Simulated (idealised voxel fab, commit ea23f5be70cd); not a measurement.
Process module, titled voxel gate over fins
Each square cell in cross-section cut measures 5 nm, and the section as a whole is 200 nm wide.
Bands, listed from the top down, are how a cross-section gets written in this document; the cross-section itself is a grid of square cells, and a band is one or more rows of them. Look at the band entry: it leads with the top's height and the bottom's height in nm. Then it lists the materials left to right, with a width in nm for each. The word "everywhere" on a single material says that material fills the band edge to edge. The word "blank" is empty space. Note: height 0 marks the level under which the wafer is uniformly one material as received. Lowest band unbounded below, written "0 -> down". When a width is written as two numbers, as in "30..40", the first number is the width in the top row of cells of the band and the second is the width in its bottom row, and the width changes by the same amount from each row to the next. Given "remained unchanged" for a step, no cell of the cross-section differs between before and after that step. "Closed void list" specifies each empty space that is not open to the top and that occupies no fewer than 8 cells, using the form width x height at distance, the distance measured from the left edge and all three quantities in nm. Read whatever lies past the settings on a step's line as the simulator's own remark about the step. Steps that use a mask can have "overlay nm" on their line. It says how far the mask sat to the right of where it was meant to be. Negative means to the left.
**plan**
1 RECEIVE,material Si
2 CONFORMAL_DEP,material SiN,thk nm 10
3 PATTERN,tone cover,mask id FINS,material resist,width nm 15,pitch nm 35,thk nm 15,overlay nm 0
4 DIRECTIONAL_ETCH,etch materials SiN,depth nm 10
5 DIRECTIONAL_ETCH,etch materials Si,depth nm 40
6 STRIP,etch materials resist
7 OXIDIZE,depth nm 5
8 FILL_DEP,material SiO2,thk nm 5
9 CMP,height nm 10
10 SELECTIVE_ETCH,etch materials SiO2,depth nm 20
11 STRIP,etch materials SiN
12 CONFORMAL_DEP,material HfO2,thk nm 5
13 CONFORMAL_DEP,material TiN,thk nm 5
14 FILL_DEP,material W,thk nm 15
15 CMP,height nm 20
16 CONFORMAL_DEP,material SiCN,thk nm 10
**Cross-section of the wafer upon arrival, representing the state reached after step 1**
* 0 -> down = Si everywhere
* Closed void list: none
**End-of-module cross-section of the first of two wafers, processed as planned**
* 30 -> 20 = SiCN everywhere
* 20 -> 10 = W everywhere
* 10 -> 5 = 70 of W, 25 of TiN, 10 of W, 25 of TiN, 70 of W
* 5 -> 0 = 70 of W, 5 of TiN, 15 of HfO2, 5 of TiN, 10 of W, 5 of TiN, 15 of HfO2, 5 of TiN, 70 of W
* 0 -> -5 = 75 of TiN, 5 of HfO2, 5 of Si, 5 of HfO2, 20 of TiN, 5 of HfO2, 5 of Si, 5 of HfO2, 75 of TiN
* -5 -> -10 = 80 of HfO2, 5 of Si, 30 of HfO2, 5 of Si, 80 of HfO2
* -10 -> -45 = 80 of SiO2, 5 of Si, 30 of SiO2, 5 of Si, 80 of SiO2
* -45 -> down = Si everywhere
* Closed void list: none
**Cross-section at end of module for the second wafer of two, which matched the first in starting point and plan and differed by one mistake in its processing**
* 30 -> 20 = SiCN everywhere
* 20 -> 10 = W everywhere
* 10 -> 5 = 60 of W, 25 of TiN, 10 of W, 25 of TiN, 80 of W
* 5 -> 0 = 60 of W, 5 of TiN, 15 of HfO2, 5 of TiN, 10 of W, 5 of TiN, 15 of HfO2, 5 of TiN, 80 of W
* 0 -> -5 = 65 of TiN, 5 of HfO2, 5 of Si, 5 of HfO2, 20 of TiN, 5 of HfO2, 5 of Si, 5 of HfO2, 85 of TiN
* -5 -> -10 = 70 of HfO2, 5 of Si, 30 of HfO2, 5 of Si, 90 of HfO2
* -10 -> -45 = 70 of SiO2, 5 of Si, 30 of SiO2, 5 of Si, 90 of SiO2
* -45 -> down = Si everywhere
* Closed void list: none
It is concluded that the wafer was processed incorrectly with respect to the plan, in that so step 3 ended up running with a different setting than we planned, it ran as PATTERN,tone cover,mask id FINS,material resist,width nm 15,pitch nm 35,thk nm 15,overlay nm -10
Cell counts per material: same on both final wafers. Positions: different.
